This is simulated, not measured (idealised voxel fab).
process module | voxel lift off
cross-section cut | 175 nm wide | cells 5 nm
A cross-section is a grid of square cells, given in bands from the top down. A band is one or more rows of cells.
Each band's line starts with the height of the band's top and of its bottom, in nm. Then come its materials from left to right, each with its width in nm. One material with "throughout" fills the band from edge to edge. "air" is empty space.
Height 0 is the level under which the wafer as received is all one material. The lowest band goes on downwards, as in "0 down".
A width such as "30 to 40" changes by the same amount from each row of cells to the next, from the band's top row to its bottom row.
"no change" after a step means that no cell of the cross-section changed.
closed voids: empty space of 8 cells or more with no open way to the top, each as width x height at its distance from the left edge, in nm
after a step's settings: what the simulator itself notes on the step
overlay nm, on a step with a mask: how far to the right of its planned place the mask lay; to the left if negative
plan
1 op RECEIVE | material Si
2 op CONFORMAL_DEP | material SiN | thk nm 10
3 op PATTERN | tone open | mask id LINES | material resist | width nm 15 | pitch nm 45 | thk nm 20 | overlay nm 0
4 op DIRECTIONAL_DEP | material Ru | thk nm 10
5 op STRIP | etch materials resist
6 op CONFORMAL_DEP | material SiN | thk nm 5
varied across the wafers: thk nm of step 6. The plan shows the first wafer's value. All wafers start alike
first wafer as received, after step 1
  0 down: Si throughout
  closed voids: none
each wafer at the end: cells of each material gained (+) or lost (-) since it was received, then its closed voids
thk nm 5 | +18 Ru | +117 SiN | closed voids: none
thk nm 10 | +18 Ru | +164 SiN | closed voids: none
thk nm 15 | +18 Ru | +211 SiN | closed voids: none
thk nm 20 | +18 Ru | +250 SiN | closed voids: none
